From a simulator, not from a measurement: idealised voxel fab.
process module | voxel self aligned contacts
cross-section cut | 255 nm wide | cells 5 nm
A cross-section is a grid of square cells, given in bands from the top down. A band is one or more rows of cells.
Each band's line starts with the height of the band's top and of its bottom, in nm. Then come its materials from left to right, each with its width in nm. One material with "throughout" fills the band from edge to edge. "air" is empty space.
Height 0 is the level under which the wafer as received is all one material. The lowest band goes on downwards, as in "0 down".
A width such as "30 to 40" changes by the same amount from each row of cells to the next, from the band's top row to its bottom row.
"no change" after a step means that no cell of the cross-section changed.
closed voids: empty space of 8 cells or more with no open way to the top, each as width x height at its distance from the left edge, in nm
after a step's settings: what the simulator itself notes on the step
overlay nm, on a step with a mask: how far to the right of its planned place the mask lay; to the left if negative
plan
1 op RECEIVE | material Si
2 op OXIDIZE | depth nm 5
3 op DIRECTIONAL_DEP | material polySi | thk nm 20
4 op DIRECTIONAL_DEP | material SiN | thk nm 20
5 op DIRECTIONAL_DEP | material aC | thk nm 10
6 op PATTERN | tone cover | mask id GATE | material resist | width nm 35 | pitch nm 60 | thk nm 30 | overlay nm 0
7 op DIRECTIONAL_ETCH | etch materials aC | depth nm 10
8 op STRIP | etch materials resist
9 op DIRECTIONAL_ETCH | etch materials SiN | depth nm 20
10 op DIRECTIONAL_ETCH | etch materials polySi | depth nm 20
11 op STRIP | etch materials aC
12 op CONFORMAL_DEP | material SiN | thk nm 5
13 op DIRECTIONAL_ETCH | etch materials SiN | depth nm 5
14 op FILL_DEP | material SiO2 | thk nm 15
15 op CMP | height nm 45
16 op DIRECTIONAL_DEP | material aC | thk nm 10
17 op PATTERN | tone open | mask id CONTACT | material resist | width nm 35 | pitch nm 60 | thk nm 25 | overlay nm 0
18 op DIRECTIONAL_ETCH | etch materials aC | depth nm 10
19 op STRIP | etch materials resist
20 op DIRECTIONAL_ETCH | etch materials SiO2 | depth nm 50
21 op STRIP | etch materials aC
22 op CONFORMAL_DEP | material TiN | thk nm 5
23 op FILL_DEP | material W | thk nm 10
24 op CMP | height nm 45
25 op CONFORMAL_DEP | material SiCN | thk nm 5
as received, after step 1
  0 down: Si throughout
  closed voids: none
a wafer at the end: this start, this plan, one mistake
  50 to 45: SiCN throughout
  45 to 40: SiO2 80 | TiN 15 | W 10 | TiN 10 | SiO2 25 | TiN 15 | W 10 | TiN 10 | SiO2 80
  40 to 20: SiO2 50 | SiN 40 | TiN 5 | W 10 | TiN 5 | SiN 40 | TiN 5 | W 10 | TiN 5 | SiN 40 | SiO2 45
  20 to 0: SiO2 50 | SiN 5 | polySi 30 | SiN 5 | TiN 5 | W 10 | TiN 5 | SiN 5 | polySi 30 | SiN 5 | TiN 5 | W 10 | TiN 5 | SiN 5 | polySi 30 | SiN 5 | SiO2 45
  0 to -5: SiO2 90 | TiN 20 | SiO2 40 | TiN 20 | SiO2 85
  -5 down: Si throughout
  closed voids: none
what went wrong: step 6 ran as: op PATTERN | tone cover | mask id GATE | material resist | width nm 30 | pitch nm 60 | thk nm 30 | overlay nm 0
